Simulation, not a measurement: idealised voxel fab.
Process module under the name voxel transistor to metal
In the cross-section labelled cut, the width is 295 nm and each square cell is 5 nm.
This document writes a cross-section as a grid whose cells are square, and gives it as bands, listed from the top down; one or more rows of cells form a band. Top, bottom (nm), then materials left to right with widths (nm); lone material tagged "throughout" fills the whole band edge to edge; "air" = empty space. The reference from which all heights are counted is 0, the level beneath which the as-received wafer is entirely one material; the lowest band, having no lower bound, proceeds downward and is written after the example "0..down". Read "30->40" as a graded width: first number on top, second number at the bottom, same change between each pair of neighbouring rows. A step reported as "changes: none" is a step in which no cell of the cross-section changed. Any empty space of 8 cells or more lacking an open way to the top shows up in "Enclosed void list" as width x height at distance, distance from the left edge, in nm. Post-settings text on a step line: simulator's own remark regarding the step. What "overlay nm" on a step's line means: if the step has a mask, that mask lay this far to the right of its planned place, or, when the value is negative, to the left.
Intended process steps
1. op RECEIVE | material Si
2. op OXIDIZE | depth nm 5
3. op CONFORMAL_DEP | material SiN | thk nm 15
4. op DIRECTIONAL_DEP | material aC | thk nm 10
5. op PATTERN | tone cover | mask id ACTIVE | material resist | width nm 95 | pitch nm 125 | thk nm 30 | overlay nm 0
6. op DIRECTIONAL_ETCH | etch materials aC | depth nm 10
7. op STRIP | etch materials resist
8. op DIRECTIONAL_ETCH | etch materials SiN | depth nm 15
9. op DIRECTIONAL_ETCH | etch materials SiO2 | depth nm 5
10. op DIRECTIONAL_ETCH | etch materials Si | depth nm 30
11. op STRIP | etch materials aC
12. op OXIDIZE | depth nm 5
13. op FILL_DEP | material SiO2 | thk nm 10
14. op CMP | height nm 15
15. op SELECTIVE_ETCH | etch materials SiO2 | depth nm 10
16. op STRIP | etch materials SiN
17. op SELECTIVE_ETCH | etch materials SiO2 | depth nm 5
18. op OXIDIZE | depth nm 5
19. op DIRECTIONAL_DEP | material polySi | thk nm 20
20. op DIRECTIONAL_DEP | material SiCN | thk nm 10
21. op PATTERN | tone cover | mask id GATE | material resist | width nm 15 | pitch nm 125 | thk nm 15 | overlay nm 0
22. op DIRECTIONAL_ETCH | etch materials SiCN | depth nm 20
23. op DIRECTIONAL_ETCH | etch materials polySi | depth nm 30
24. op STRIP | etch materials resist
25. op CONFORMAL_DEP | material SiN | thk nm 5
26. op DIRECTIONAL_ETCH | etch materials SiN | depth nm 5
27. op DIRECTIONAL_ETCH | etch materials SiO2 | depth nm 5
28. op DIRECTIONAL_ETCH | etch materials Si | depth nm 10
29. op EPI | material SiGe | thk nm 15
30. op FILL_DEP | material SiO2 | thk nm 5
31. op CMP | height nm 25
32. op DIRECTIONAL_DEP | material SiO2 | thk nm 15
33. op MASKED_ETCH | tone open | mask id CONTACT | width nm 25 | etch materials SiO2 | depth nm 45 | overlay nm 0
34. op CONFORMAL_DEP | material TiN | thk nm 5
35. op FILL_DEP | material Ru | thk nm 5
36. op CMP | height nm 40
37. op DIRECTIONAL_DEP | material TiN | thk nm 5
38. op DIRECTIONAL_DEP | material Ru | thk nm 15
39. op MASKED_ETCH | tone cover | mask id METAL_1 | width nm 15 | etch materials Ru | depth nm 15 | overlay nm 0
40. op MASKED_ETCH | tone cover | mask id METAL_1 | width nm 15 | etch materials TiN | depth nm 5 | overlay nm 0
41. op CONFORMAL_DEP | material SiCN | thk nm 5
42. op FILL_DEP | material lowk | thk nm 10
43. op CMP | height nm 60
44. op CONFORMAL_DEP | material SiN | thk nm 5
Wafer cross-section on receipt, i.e. after step 1
0..down  Si throughout
Enclosed void list: none
First of two wafers, end-of-module section, run followed plan
65..60  SiN throughout
60..45  lowk 40, then SiCN 5, then Ru 15, then SiCN 5, then lowk 35, then SiCN 5, then Ru 15, then SiCN 5, then lowk 40, then SiCN 5, then Ru 15, then SiCN 5, then lowk 35, then SiCN 5, then Ru 15, then SiCN 5, then lowk 45
45..40  SiCN 45, then TiN 15, then SiCN 45, then TiN 15, then SiCN 50, then TiN 15, then SiCN 45, then TiN 15, then SiCN 50
40..25  SiO2 45, then TiN 5, then Ru 15, then TiN 5, then SiO2 25, then TiN 5, then Ru 15, then TiN 5, then SiO2 50, then TiN 5, then Ru 15, then TiN 5, then SiO2 25, then TiN 5, then Ru 15, then TiN 5, then SiO2 50
25..15  SiO2 45, then TiN 5, then Ru 15, then TiN 5, then SiN 5, then SiCN 15, then SiN 5, then TiN 5, then Ru 15, then TiN 5, then SiO2 50, then TiN 5, then Ru 15, then TiN 5, then SiN 5, then SiCN 15, then SiN 5, then TiN 5, then Ru 15, then TiN 5, then SiO2 50
15..10  SiO2 45, then TiN 5, then Ru 15, then TiN 5, then SiN 5, then polySi 15, then SiN 5, then TiN 5, then Ru 15, then TiN 5, then SiO2 50, then TiN 5, then Ru 15, then TiN 5, then SiN 5, then polySi 15, then SiN 5, then TiN 5, then Ru 15, then TiN 5, then SiO2 50
10..5  SiO2 45, then TiN 25, then SiN 5, then polySi 15, then SiN 5, then TiN 25, then SiO2 50, then TiN 25, then SiN 5, then polySi 15, then SiN 5, then TiN 25, then SiO2 50
5..0  SiO2 45, then TiN 10, then SiGe 15, then SiN 5, then polySi 15, then SiN 5, then SiGe 15, then TiN 10, then SiO2 50, then TiN 10, then SiGe 15, then SiN 5, then polySi 15, then SiN 5, then SiGe 15, then TiN 10, then SiO2 50
0..-5  SiO2 30, then SiN 5, then SiO2 10, then TiN 10, then SiGe 15, then SiN 5, then polySi 15, then SiN 5, then SiGe 15, then TiN 10, then SiO2 10, then SiN 5, then SiO2 20, then SiN 5, then SiO2 10, then TiN 10, then SiGe 15, then SiN 5, then polySi 15, then SiN 5, then SiGe 15, then TiN 10, then SiO2 10, then SiN 5, then SiO2 35
-5..-10  SiO2 35, then SiGe 35, then SiO2 25, then SiGe 35, then SiO2 30, then SiGe 35, then SiO2 25, then SiGe 35, then SiO2 40
-10..-20  SiO2 40, then SiGe 30, then Si 25, then SiGe 30, then SiO2 40, then SiGe 30, then Si 25, then SiGe 30, then SiO2 45
-20..-40  SiO2 40, then Si 85, then SiO2 40, then Si 85, then SiO2 45
-40..down  Si throughout
Enclosed void list: none
Same start, same plan as the first wafer - but one mistake in the run. Cross-section of the second of the two at the end of the module
65..60  SiN throughout
60..45  lowk 40, then SiCN 5, then Ru 15, then SiCN 5, then lowk 35, then SiCN 5, then Ru 15, then SiCN 5, then lowk 40, then SiCN 5, then Ru 15, then SiCN 5, then lowk 35, then SiCN 5, then Ru 15, then SiCN 5, then lowk 45
45..40  SiCN 45, then TiN 15, then SiCN 45, then TiN 15, then SiCN 50, then TiN 15, then SiCN 45, then TiN 15, then SiCN 50
40..25  SiO2 45, then TiN 5, then Ru 15, then TiN 5, then SiO2 25, then TiN 5, then Ru 15, then TiN 5, then SiO2 50, then TiN 5, then Ru 15, then TiN 5, then SiO2 25, then TiN 5, then Ru 15, then TiN 5, then SiO2 50
25..15  SiO2 45, then TiN 5, then Ru 15, then TiN 5, then SiN 5, then SiCN 15, then SiN 5, then TiN 5, then Ru 15, then TiN 5, then SiO2 50, then TiN 5, then Ru 15, then TiN 5, then SiN 5, then SiCN 15, then SiN 5, then TiN 5, then Ru 15, then TiN 5, then SiO2 50
15..10  SiO2 45, then TiN 5, then Ru 15, then TiN 5, then SiN 5, then polySi 15, then SiN 5, then TiN 5, then Ru 15, then TiN 5, then SiO2 50, then TiN 5, then Ru 15, then TiN 5, then SiN 5, then polySi 15, then SiN 5, then TiN 5, then Ru 15, then TiN 5, then SiO2 50
10..5  SiO2 45, then TiN 25, then SiN 5, then polySi 15, then SiN 5, then TiN 25, then SiO2 50, then TiN 25, then SiN 5, then polySi 15, then SiN 5, then TiN 25, then SiO2 50
5..0  SiO2 45, then TiN 10, then SiGe 15, then SiN 5, then polySi 15, then SiN 5, then SiGe 15, then TiN 10, then SiO2 50, then TiN 10, then SiGe 15, then SiN 5, then polySi 15, then SiN 5, then SiGe 15, then TiN 10, then SiO2 50
0..-5  SiO2 35, then SiN 5, then SiO2 5, then TiN 10, then SiGe 15, then SiN 5, then polySi 15, then SiN 5, then SiGe 15, then TiN 10, then SiO2 5, then SiN 5, then SiO2 30, then SiN 5, then SiO2 5, then TiN 10, then SiGe 15, then SiN 5, then polySi 15, then SiN 5, then SiGe 15, then TiN 10, then SiO2 5, then SiN 5, then SiO2 40
-5..-10  SiO2 40, then SiGe 30, then SiO2 25, then SiGe 30, then SiO2 40, then SiGe 30, then SiO2 25, then SiGe 30, then SiO2 45
-10..-20  SiO2 45, then SiGe 25, then Si 25, then SiGe 25, then SiO2 50, then SiGe 25, then Si 25, then SiGe 25, then SiO2 50
-20..-40  SiO2 45, then Si 75, then SiO2 50, then Si 75, then SiO2 50
-40..down  Si throughout
Enclosed void list: none
Heads up, the wafer didn't run the way we planned it: step 5 went in with a setting other than planned; the actual run was op PATTERN | tone cover | mask id ACTIVE | material resist | width nm 85 | pitch nm 125 | thk nm 30 | overlay nm 0
Heads up, by the end the second wafer has more or fewer cells of some materials compared to the first: -16 Si | -12 SiGe | +28 SiO2
